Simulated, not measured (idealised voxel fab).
process module | voxel transistor to metal
cross-section cut | 140 nm wide | cells 5 nm
A cross-section is a grid of square cells, given in bands from the top down. A band is one or more rows of cells.
Each band's line starts with the height of the band's top and of its bottom, in nm. Then come its materials from left to right, each with its width in nm. One material with "throughout" fills the band from edge to edge. "air" is empty space.
Height 0 is the level under which the wafer as received is all one material. The lowest band goes on downwards, as in "0 down".
A width such as "30 to 40" changes by the same amount from each row of cells to the next, from the band's top row to its bottom row.
"no change" after a step means that no cell of the cross-section changed.
closed voids: empty space of 8 cells or more with no open way to the top, each as width x height at its distance from the left edge, in nm
after a step's settings: what the simulator itself notes on the step
overlay nm, on a step with a mask: how far to the right of its planned place the mask lay; to the left if negative
plan
1 op RECEIVE | material Si
2 op CONFORMAL_DEP | material SiO2 | thk nm 5
3 op CONFORMAL_DEP | material SiN | thk nm 10
4 op PATTERN | tone cover | mask id ACTIVE | material resist | width nm 100 | thk nm 15 | overlay nm 0
5 op DIRECTIONAL_ETCH | etch materials SiN | depth nm 10
6 op DIRECTIONAL_ETCH | etch materials SiO2 | depth nm 5
7 op DIRECTIONAL_ETCH | etch materials Si | depth nm 35
8 op STRIP | etch materials resist
9 op FILL_DEP | material SiO2 | thk nm 10
10 op CMP | height nm 15
11 op SELECTIVE_ETCH | etch materials SiO2 | depth nm 5
12 op STRIP | etch materials SiN
13 op SELECTIVE_ETCH | etch materials SiO2 | depth nm 5
14 op OXIDIZE | depth nm 5
15 op DIRECTIONAL_DEP | material polySi | thk nm 20
16 op DIRECTIONAL_DEP | material SiCN | thk nm 10
17 op PATTERN | tone cover | mask id GATE | material resist | width nm 30 | thk nm 20 | overlay nm 0
18 op DIRECTIONAL_ETCH | etch materials SiCN | depth nm 20
19 op DIRECTIONAL_ETCH | etch materials polySi | depth nm 30
20 op STRIP | etch materials resist
21 op CONFORMAL_DEP | material SiO2 | thk nm 5
22 op DIRECTIONAL_ETCH | etch materials SiO2 | depth nm 5
23 op CONFORMAL_DEP | material SiN | thk nm 10
24 op DIRECTIONAL_ETCH | etch materials SiN | depth nm 10
25 op DIRECTIONAL_ETCH | etch materials SiO2 | depth nm 5
26 op DIRECTIONAL_ETCH | etch materials Si | depth nm 15
27 op EPI | material nSi | thk nm 15
28 op FILL_DEP | material SiO2 | thk nm 10
29 op CMP | height nm 20
30 op STRIP | etch materials polySi
31 op SELECTIVE_ETCH | etch materials SiO2 | depth nm 5
32 op CONFORMAL_DEP | material HfO2 | thk nm 5
33 op CONFORMAL_DEP | material TiN | thk nm 5
34 op FILL_DEP | material W | thk nm 10
35 op CMP | height nm 15
36 op DIRECTIONAL_DEP | material SiO2 | thk nm 10
37 op MASKED_ETCH | tone open | mask id CONTACT | width nm 15 | pitch nm 75 | etch materials SiO2 | depth nm 15 | overlay nm 0
38 op CONFORMAL_DEP | material TiN | thk nm 5
39 op FILL_DEP | material Ru | thk nm 10
40 op CMP | height nm 25
41 op DIRECTIONAL_DEP | material TiN | thk nm 5
42 op DIRECTIONAL_DEP | material Ru | thk nm 25
43 op MASKED_ETCH | tone cover | mask id METAL_1 | width nm 15 | pitch nm 75 | etch materials Ru | depth nm 25 | overlay nm 0
44 op MASKED_ETCH | tone cover | mask id METAL_1 | width nm 15 | pitch nm 75 | etch materials TiN | depth nm 5 | overlay nm 0
45 op FILL_DEP | material lowk | thk nm 5
46 op CMP | height nm 55
47 op CONFORMAL_DEP | material SiCN | thk nm 5
48 op DIRECTIONAL_DEP | material SiO2 | thk nm 30
49 op DIRECTIONAL_DEP | material aC | thk nm 15
50 op PATTERN | tone open | mask id METAL_2 | material resist | width nm 15 | pitch nm 75 | thk nm 35 | overlay nm 0
51 op DIRECTIONAL_ETCH | etch materials aC | depth nm 15
52 op STRIP | etch materials resist
53 op DIRECTIONAL_ETCH | etch materials SiO2 | depth nm 15
54 op STRIP | etch materials aC
55 op PATTERN | tone open | mask id METAL_2_HOLES | material resist | width nm 15 | pitch nm 75 | thk nm 20 | overlay nm 0
56 op DIRECTIONAL_ETCH | etch materials SiO2 | depth nm 15
57 op DIRECTIONAL_ETCH | etch materials SiCN | depth nm 5
58 op STRIP | etch materials resist
59 op CONFORMAL_DEP | material TiN | thk nm 5
60 op FILL_DEP | material Cu | thk nm 5
61 op CMP | height nm 90
62 op CONFORMAL_DEP | material SiN | thk nm 5
as received, after step 1
  0 down: Si throughout
  closed voids: none
a wafer at the end: this start, this plan, one mistake
  95 to 90: SiN throughout
  90 to 60: SiO2 25 | TiN 5 | Cu 5 | TiN 5 | SiO2 60 | TiN 5 | Cu 5 | TiN 5 | SiO2 25
  60 to 55: SiCN 25 | TiN 15 | SiCN 60 | TiN 15 | SiCN 25
  55 to 30: lowk 25 | Ru 15 | lowk 60 | Ru 15 | lowk 25
  30 to 25: lowk 25 | TiN 15 | lowk 60 | TiN 15 | lowk 25
  25 to 15: SiO2 25 | TiN 5 | Ru 5 | TiN 5 | SiO2 60 | TiN 5 | Ru 5 | TiN 5 | SiO2 25
  15 to 10: SiO2 25 | TiN 15 | SiN 10 | HfO2 5 | TiN 5 | W 20 | TiN 5 | HfO2 5 | SiN 10 | TiN 15 | SiO2 25
  10 to 5: SiO2 20 | nSi 20 | SiN 10 | HfO2 5 | TiN 5 | W 20 | TiN 5 | HfO2 5 | SiN 10 | nSi 10 | SiO2 30
  5 to 0: SiO2 15 | SiN 10 | nSi 15 | SiN 10 | HfO2 5 | TiN 30 | HfO2 5 | SiN 10 | nSi 5 | SiN 10 | SiO2 25
  0 to -5: SiO2 25 | nSi 15 | SiO2 10 | HfO2 40 | SiO2 10 | nSi 5 | SiO2 35
  -5 to -20: SiO2 15 | Si 10 | nSi 15 | Si 60 | nSi 5 | Si 10 | SiO2 25
  -20 to -35: SiO2 15 | Si 100 | SiO2 25
  -35 down: Si throughout
  closed voids: none
what went wrong: step 4 ran as: op PATTERN | tone cover | mask id ACTIVE | material resist | width nm 100 | thk nm 15 | overlay nm -5
